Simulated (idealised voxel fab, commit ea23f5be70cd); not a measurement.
Process module, titled voxel gate over fins
The width of the displayed cross-section, cut, is 265 nm; its cells are square, with a size of 5 nm.
Cross-section format: a grid of square cells, given as bands from top to bottom; each band is one or more rows of cells.
Read a band's entry like this: the first values are the height of its top and the height of its bottom in nm, and what follows is the sequence of materials from left to right, each with its width in nm. Note that "blank" is empty space, and that a single material marked "everywhere" reaches across the band from edge to edge.
Heights are measured from 0, the level below which the as-received wafer is all one material; the lowest band has no bottom and continues downward, written as in "0..down".
When a width is written as two numbers, as in "30->40", the first number is the width in the top row of cells of the band and the second is the width in its bottom row, and the width changes by the same amount from each row to the next.
Key: "stayed the same" - step with no changed cell in the cross-section.
For the entry "Voids, fully enclosed", the listed items are empty spaces with no open way to the top whose size is 8 cells or more; each item follows the pattern width x height at distance, where distance is from the left edge and all three are in nm.
Formally, on a step line, whatever follows the settings is a remark that the simulator itself makes on the step.
"overlay nm", when on a step's line for a step with a mask, measures how far to the right of its planned place the mask lay; a negative measure means to the left.

# plan
1: RECEIVE,material Si
2: CONFORMAL_DEP,material SiN,thk nm 5
3: MASKED_ETCH,tone cover,mask id FINS,width nm 15,pitch nm 60,etch materials SiN,depth nm 5,overlay nm 0
4: MASKED_ETCH,tone cover,mask id FINS,width nm 15,pitch nm 60,etch materials Si,depth nm 30,overlay nm 0
5: OXIDIZE,depth nm 5
6: FILL_DEP,material SiO2,thk nm 5
7: CMP,height nm 5
8: PATTERN,tone open,mask id RAIL,material resist,width nm 15,thk nm 15,overlay nm 0
9: DIRECTIONAL_ETCH,etch materials SiO2,depth nm 30
10: STRIP,etch materials resist
11: CONFORMAL_DEP,material TiN,thk nm 5
12: FILL_DEP,material W,thk nm 5
13: CMP,height nm 5
14: SELECTIVE_ETCH,etch materials W Ru TiN,depth nm 25
15: FILL_DEP,material SiO2,thk nm 5
16: CMP,height nm 5
17: SELECTIVE_ETCH,etch materials SiO2,depth nm 15
18: STRIP,etch materials SiN
19: CONFORMAL_DEP,material HfO2,thk nm 5
20: CONFORMAL_DEP,material TiN,thk nm 5
21: CONFORMAL_DEP,material TiAl,thk nm 5
22: CONFORMAL_DEP,material TiN,thk nm 5
23: FILL_DEP,material W,thk nm 10
24: CMP,height nm 25
25: CONFORMAL_DEP,material SiN,thk nm 5

# First of the two wafers, run per plan

# Incoming wafer in cross-section (state: after step 1)
* 0..down = Si everywhere
* Voids, fully enclosed: none

# Step 2 done - wafer cross-section
* 5..0 = SiN everywhere
* below 0: unchanged

# Step 3 done - wafer cross-section
* 5..0 = blank 95 nm; SiN 15 nm; blank 45 nm; SiN 15 nm; blank 95 nm
* below 0: unchanged

# Step 4 done - wafer cross-section
* 5..0 = blank 95 nm; SiN 15 nm; blank 45 nm; SiN 15 nm; blank 95 nm
* 0..-30 = blank 95 nm; Si 15 nm; blank 45 nm; Si 15 nm; blank 95 nm
* below -30: unchanged

# Step 5 done - wafer cross-section
* 5..0 = blank 95 nm; SiN 15 nm; blank 45 nm; SiN 15 nm; blank 95 nm
* 0..-30 = blank 95 nm; SiO2 5 nm; Si 5 nm; SiO2 5 nm; blank 45 nm; SiO2 5 nm; Si 5 nm; SiO2 5 nm; blank 95 nm
* -30..-35 = SiO2 100 nm; Si 5 nm; SiO2 55 nm; Si 5 nm; SiO2 100 nm
* below -35: unchanged

# Step 6 done - wafer cross-section
* 10..5 = SiO2 everywhere
* 5..0 = SiO2 95 nm; SiN 15 nm; SiO2 45 nm; SiN 15 nm; SiO2 95 nm
* 0..-35 = SiO2 100 nm; Si 5 nm; SiO2 55 nm; Si 5 nm; SiO2 100 nm
* below -35: unchanged

# Step 7 done - wafer cross-section
* 5..0 = SiO2 95 nm; SiN 15 nm; SiO2 45 nm; SiN 15 nm; SiO2 95 nm
* below 0: unchanged

# Step 8 done - wafer cross-section
* 20..5 = resist 125 nm; blank 15 nm; resist 125 nm
* below 5: unchanged

# Step 9 done - wafer cross-section
* 20..5 = resist 125 nm; blank 15 nm; resist 125 nm
* 5..0 = SiO2 95 nm; SiN 15 nm; SiO2 15 nm; blank 15 nm; SiO2 15 nm; SiN 15 nm; SiO2 95 nm
* 0..-25 = SiO2 100 nm; Si 5 nm; SiO2 20 nm; blank 15 nm; SiO2 20 nm; Si 5 nm; SiO2 100 nm
* below -25: unchanged

# Step 10 done - wafer cross-section
* 5..0 = SiO2 95 nm; SiN 15 nm; SiO2 15 nm; blank 15 nm; SiO2 15 nm; SiN 15 nm; SiO2 95 nm
* below 0: unchanged

# Step 11 done - wafer cross-section
* 10..5 = TiN 130 nm; blank 5 nm; TiN 130 nm
* 5..0 = SiO2 95 nm; SiN 15 nm; SiO2 15 nm; TiN 5 nm; blank 5 nm; TiN 5 nm; SiO2 15 nm; SiN 15 nm; SiO2 95 nm
* 0..-20 = SiO2 100 nm; Si 5 nm; SiO2 20 nm; TiN 5 nm; blank 5 nm; TiN 5 nm; SiO2 20 nm; Si 5 nm; SiO2 100 nm
* -20..-25 = SiO2 100 nm; Si 5 nm; SiO2 20 nm; TiN 15 nm; SiO2 20 nm; Si 5 nm; SiO2 100 nm
* below -25: unchanged

# Step 12 done - wafer cross-section
* 15..10 = W everywhere
* 10..5 = TiN 130 nm; W 5 nm; TiN 130 nm
* 5..0 = SiO2 95 nm; SiN 15 nm; SiO2 15 nm; TiN 5 nm; W 5 nm; TiN 5 nm; SiO2 15 nm; SiN 15 nm; SiO2 95 nm
* 0..-20 = SiO2 100 nm; Si 5 nm; SiO2 20 nm; TiN 5 nm; W 5 nm; TiN 5 nm; SiO2 20 nm; Si 5 nm; SiO2 100 nm
* below -20: unchanged

# Step 13 done - wafer cross-section
* 5..0 = SiO2 95 nm; SiN 15 nm; SiO2 15 nm; TiN 5 nm; W 5 nm; TiN 5 nm; SiO2 15 nm; SiN 15 nm; SiO2 95 nm
* below 0: unchanged

# Step 14 done - wafer cross-section
* 5..0 = SiO2 95 nm; SiN 15 nm; SiO2 15 nm; blank 15 nm; SiO2 15 nm; SiN 15 nm; SiO2 95 nm
* 0..-20 = SiO2 100 nm; Si 5 nm; SiO2 20 nm; blank 15 nm; SiO2 20 nm; Si 5 nm; SiO2 100 nm
* below -20: unchanged

# Step 15 done - wafer cross-section
* 10..5 = SiO2 everywhere
* 5..0 = SiO2 95 nm; SiN 15 nm; SiO2 45 nm; SiN 15 nm; SiO2 95 nm
* 0..-20 = SiO2 100 nm; Si 5 nm; SiO2 55 nm; Si 5 nm; SiO2 100 nm
* below -20: unchanged

# Step 16 done - wafer cross-section
* 5..0 = SiO2 95 nm; SiN 15 nm; SiO2 45 nm; SiN 15 nm; SiO2 95 nm
* below 0: unchanged

# Step 17 done - wafer cross-section
* 5..0 = blank 95 nm; SiN 15 nm; blank 45 nm; SiN 15 nm; blank 95 nm
* 0..-10 = blank 100 nm; Si 5 nm; blank 55 nm; Si 5 nm; blank 100 nm
* below -10: unchanged

# Step 18 done - wafer cross-section
* 0..-10 = blank 100 nm; Si 5 nm; blank 55 nm; Si 5 nm; blank 100 nm
* below -10: unchanged

# Step 19 done - wafer cross-section
* 5..0 = blank 95 nm; HfO2 15 nm; blank 45 nm; HfO2 15 nm; blank 95 nm
* 0..-5 = blank 95 nm; HfO2 5 nm; Si 5 nm; HfO2 5 nm; blank 45 nm; HfO2 5 nm; Si 5 nm; HfO2 5 nm; blank 95 nm
* -5..-10 = HfO2 100 nm; Si 5 nm; HfO2 55 nm; Si 5 nm; HfO2 100 nm
* below -10: unchanged

# Step 20 done - wafer cross-section
* 10..5 = blank 90 nm; TiN 25 nm; blank 35 nm; TiN 25 nm; blank 90 nm
* 5..0 = blank 90 nm; TiN 5 nm; HfO2 15 nm; TiN 5 nm; blank 35 nm; TiN 5 nm; HfO2 15 nm; TiN 5 nm; blank 90 nm
* 0..-5 = TiN 95 nm; HfO2 5 nm; Si 5 nm; HfO2 5 nm; TiN 45 nm; HfO2 5 nm; Si 5 nm; HfO2 5 nm; TiN 95 nm
* below -5: unchanged

# Step 21 done - wafer cross-section
* 15..10 = blank 85 nm; TiAl 35 nm; blank 25 nm; TiAl 35 nm; blank 85 nm
* 10..5 = blank 85 nm; TiAl 5 nm; TiN 25 nm; TiAl 5 nm; blank 25 nm; TiAl 5 nm; TiN 25 nm; TiAl 5 nm; blank 85 nm
* 5..0 = TiAl 90 nm; TiN 5 nm; HfO2 15 nm; TiN 5 nm; TiAl 35 nm; TiN 5 nm; HfO2 15 nm; TiN 5 nm; TiAl 90 nm
* below 0: unchanged

# Step 22 done - wafer cross-section
* 20..15 = blank 80 nm; TiN 45 nm; blank 15 nm; TiN 45 nm; blank 80 nm
* 15..10 = blank 80 nm; TiN 5 nm; TiAl 35 nm; TiN 5 nm; blank 15 nm; TiN 5 nm; TiAl 35 nm; TiN 5 nm; blank 80 nm
* 10..5 = TiN 85 nm; TiAl 5 nm; TiN 25 nm; TiAl 5 nm; TiN 25 nm; TiAl 5 nm; TiN 25 nm; TiAl 5 nm; TiN 85 nm
* below 5: unchanged

# Step 23 done - wafer cross-section
* 30..20 = W everywhere
* 20..15 = W 80 nm; TiN 45 nm; W 15 nm; TiN 45 nm; W 80 nm
* 15..10 = W 80 nm; TiN 5 nm; TiAl 35 nm; TiN 5 nm; W 15 nm; TiN 5 nm; TiAl 35 nm; TiN 5 nm; W 80 nm
* below 10: unchanged

# Step 24 done - wafer cross-section
* 25..20 = W everywhere
* below 20: unchanged

# Step 25 done - wafer cross-section
* 30..25 = SiN everywhere
* below 25: unchanged

# Wafer two: like wafer one in start and plan, but with one mistake in execution; identical up to and including step 11

# Look at the second wafer in cross-section at the time step 12 ought to have finished
* 15..10 = SiN everywhere
* 10..5 = TiN 130 nm; SiN 5 nm; TiN 130 nm
* 5..0 = SiO2 95 nm; SiN 15 nm; SiO2 15 nm; TiN 5 nm; SiN 5 nm; TiN 5 nm; SiO2 15 nm; SiN 15 nm; SiO2 95 nm
* 0..-20 = SiO2 100 nm; Si 5 nm; SiO2 20 nm; TiN 5 nm; SiN 5 nm; TiN 5 nm; SiO2 20 nm; Si 5 nm; SiO2 100 nm
* below -20: unchanged

# Look at the second wafer in cross-section at the time step 13 ought to have finished
* 5..0 = SiO2 95 nm; SiN 15 nm; SiO2 15 nm; TiN 5 nm; SiN 5 nm; TiN 5 nm; SiO2 15 nm; SiN 15 nm; SiO2 95 nm
* below 0: unchanged

# Look at the second wafer in cross-section at the time step 14 ought to have finished
* 5..0 = SiO2 95 nm; SiN 15 nm; SiO2 15 nm; blank 5 nm; SiN 5 nm; blank 5 nm; SiO2 15 nm; SiN 15 nm; SiO2 95 nm
* 0..-20 = SiO2 100 nm; Si 5 nm; SiO2 20 nm; blank 5 nm; SiN 5 nm; blank 5 nm; SiO2 20 nm; Si 5 nm; SiO2 100 nm
* below -20: unchanged

# Look at the second wafer in cross-section at the time step 15 ought to have finished
* 10..5 = SiO2 everywhere
* 5..0 = SiO2 95 nm; SiN 15 nm; SiO2 20 nm; SiN 5 nm; SiO2 20 nm; SiN 15 nm; SiO2 95 nm
* 0..-20 = SiO2 100 nm; Si 5 nm; SiO2 25 nm; SiN 5 nm; SiO2 25 nm; Si 5 nm; SiO2 100 nm
* below -20: unchanged

# Look at the second wafer in cross-section at the time step 16 ought to have finished
* 5..0 = SiO2 95 nm; SiN 15 nm; SiO2 20 nm; SiN 5 nm; SiO2 20 nm; SiN 15 nm; SiO2 95 nm
* below 0: unchanged

# Look at the second wafer in cross-section at the time step 17 ought to have finished
* 5..0 = blank 95 nm; SiN 15 nm; blank 20 nm; SiN 5 nm; blank 20 nm; SiN 15 nm; blank 95 nm
* 0..-10 = blank 100 nm; Si 5 nm; blank 25 nm; SiN 5 nm; blank 25 nm; Si 5 nm; blank 100 nm
* below -10: unchanged

# Look at the second wafer in cross-section at the time step 18 ought to have finished
* 0..-10 = blank 100 nm; Si 5 nm; blank 55 nm; Si 5 nm; blank 100 nm
* -10..-20 = SiO2 100 nm; Si 5 nm; SiO2 25 nm; blank 5 nm; SiO2 25 nm; Si 5 nm; SiO2 100 nm
* below -20: unchanged

# Look at the second wafer in cross-section at the time step 19 ought to have finished
* 5..0 = blank 95 nm; HfO2 15 nm; blank 45 nm; HfO2 15 nm; blank 95 nm
* 0..-5 = blank 95 nm; HfO2 5 nm; Si 5 nm; HfO2 5 nm; blank 45 nm; HfO2 5 nm; Si 5 nm; HfO2 5 nm; blank 95 nm
* -5..-10 = HfO2 100 nm; Si 5 nm; HfO2 55 nm; Si 5 nm; HfO2 100 nm
* -10..-20 = SiO2 100 nm; Si 5 nm; SiO2 25 nm; HfO2 5 nm; SiO2 25 nm; Si 5 nm; SiO2 100 nm
* below -20: unchanged

# Look at the second wafer in cross-section at the time step 20 ought to have finished
* 10..5 = blank 90 nm; TiN 25 nm; blank 35 nm; TiN 25 nm; blank 90 nm
* 5..0 = blank 90 nm; TiN 5 nm; HfO2 15 nm; TiN 5 nm; blank 35 nm; TiN 5 nm; HfO2 15 nm; TiN 5 nm; blank 90 nm
* 0..-5 = TiN 95 nm; HfO2 5 nm; Si 5 nm; HfO2 5 nm; TiN 45 nm; HfO2 5 nm; Si 5 nm; HfO2 5 nm; TiN 95 nm
* below -5: unchanged

# Look at the second wafer in cross-section at the time step 21 ought to have finished
* 15..10 = blank 85 nm; TiAl 35 nm; blank 25 nm; TiAl 35 nm; blank 85 nm
* 10..5 = blank 85 nm; TiAl 5 nm; TiN 25 nm; TiAl 5 nm; blank 25 nm; TiAl 5 nm; TiN 25 nm; TiAl 5 nm; blank 85 nm
* 5..0 = TiAl 90 nm; TiN 5 nm; HfO2 15 nm; TiN 5 nm; TiAl 35 nm; TiN 5 nm; HfO2 15 nm; TiN 5 nm; TiAl 90 nm
* below 0: unchanged

# Look at the second wafer in cross-section at the time step 22 ought to have finished
* 20..15 = blank 80 nm; TiN 45 nm; blank 15 nm; TiN 45 nm; blank 80 nm
* 15..10 = blank 80 nm; TiN 5 nm; TiAl 35 nm; TiN 5 nm; blank 15 nm; TiN 5 nm; TiAl 35 nm; TiN 5 nm; blank 80 nm
* 10..5 = TiN 85 nm; TiAl 5 nm; TiN 25 nm; TiAl 5 nm; TiN 25 nm; TiAl 5 nm; TiN 25 nm; TiAl 5 nm; TiN 85 nm
* below 5: unchanged

# Look at the second wafer in cross-section at the time step 23 ought to have finished
* 30..20 = W everywhere
* 20..15 = W 80 nm; TiN 45 nm; W 15 nm; TiN 45 nm; W 80 nm
* 15..10 = W 80 nm; TiN 5 nm; TiAl 35 nm; TiN 5 nm; W 15 nm; TiN 5 nm; TiAl 35 nm; TiN 5 nm; W 80 nm
* below 10: unchanged

# Look at the second wafer in cross-section at the time step 24 ought to have finished
* 25..20 = W everywhere
* below 20: unchanged

# Look at the second wafer in cross-section at the time step 25 ought to have finished
* 30..25 = SiN everywhere
* below 25: unchanged
Short version of what went wrong: step 12: run off-plan, actual operation and settings FILL_DEP,material SiN,thk nm 5
At the finish, the second wafer shows more or fewer cells for some materials than the first does: 2 more of HfO2, 2 fewer of SiO2
